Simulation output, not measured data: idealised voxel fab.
process module | voxel spacer lines
The cross-section shown here is cut; it is 260 nm wide and divided into square cells measuring 5 nm on a side.
In what follows, cross-sections appear as grids of square cells, described through bands that run from the top down, where every band is one or more rows of cells.
This entry defines a band. It first specifies the height of the band's top and the height of its bottom in nm, and then specifies the band's materials from left to right, stating each material with its width in nm. The word "throughout" identifies a single material that fills the band from edge to edge, while the word "empty" identifies empty space.
We count height from 0. Below that, the starting wafer is all one material. The lowest band never ends at the bottom but goes on down; see "0 -> down" for how that is written.
Quick explanation for "30 to 40": the width changes in equal steps down the rows of cells, from the first number in the band's top row to the second number in its bottom row.
The cross-section has no changed cell in any step marked "no modifications".
Any empty space of 8 cells or more lacking an open way to the top shows up in "Sealed cavities" as width x height at distance, distance from the left edge, in nm.
Text after the settings on a step's line: the simulator's own remark on that step.
For masked steps, "overlay nm" on the step line gives how far right of plan the mask actually lay; a minus sign means it lay to the left.

# These are the steps we planned for the process
- 1: RECEIVE: material Si
- 2: CONFORMAL_DEP: material Al2O3, thk nm 10
- 3: DIRECTIONAL_DEP: material SiN, thk nm 10
- 4: DIRECTIONAL_DEP: material aC, thk nm 25
- 5: PATTERN: tone cover, mask id MANDREL, material resist, width nm 15, pitch nm 70, thk nm 35, overlay nm 0
- 6: DIRECTIONAL_ETCH: etch materials aC, depth nm 25
- 7: STRIP: etch materials resist
- 8: CONFORMAL_DEP: material SiO2, thk nm 10
- 9: DIRECTIONAL_ETCH: etch materials SiO2, depth nm 10
- 10: STRIP: etch materials aC
- 11: DIRECTIONAL_ETCH: etch materials SiN, depth nm 10
- 12: STRIP: etch materials SiO2
Split variable: width nm, step 5. Plan value = first wafer. Wafers start alike.

# As received, i.e. after step 1: cross-section through the first of several wafers
    0 -> down: Si throughout
    Sealed cavities: none

# The figure below presents a cross-section of the first of several wafers at the conclusion of the module, following its last step, step 12
    20 -> 10: 40 nm empty | 10 nm SiN | 15 nm empty | 10 nm SiN | 35 nm empty | 10 nm SiN | 15 nm empty | 10 nm SiN | 35 nm empty | 10 nm SiN | 15 nm empty | 10 nm SiN | 45 nm empty
    10 -> 0: Al2O3 throughout
    0 -> down: Si throughout
    Sealed cavities: none

# Last-wafer cross-section at the end of the module
    20 -> 10: 30 nm empty | 10 nm SiN | 40 nm empty | 10 nm SiN | 10 nm empty | 10 nm SiN | 40 nm empty | 10 nm SiN | 10 nm empty | 10 nm SiN | 40 nm empty | 10 nm SiN | 30 nm empty
    10 -> 0: Al2O3 throughout
    0 -> down: Si throughout
    Sealed cavities: none

# Heads up, this table goes wafer by wafer. A row tells you, at the end of the module, how many cells of each material that wafer has put on (+) or dropped (-) since it was received, and then its closed voids
width nm 15, +104 Al2O3, +24 SiN, Sealed cavities: none
width nm 20, +104 Al2O3, +24 SiN, Sealed cavities: none
width nm 25, +104 Al2O3, +24 SiN, Sealed cavities: none
width nm 30, +104 Al2O3, +24 SiN, Sealed cavities: none
width nm 35, +104 Al2O3, +24 SiN, Sealed cavities: none
width nm 40, +104 Al2O3, +24 SiN, Sealed cavities: none
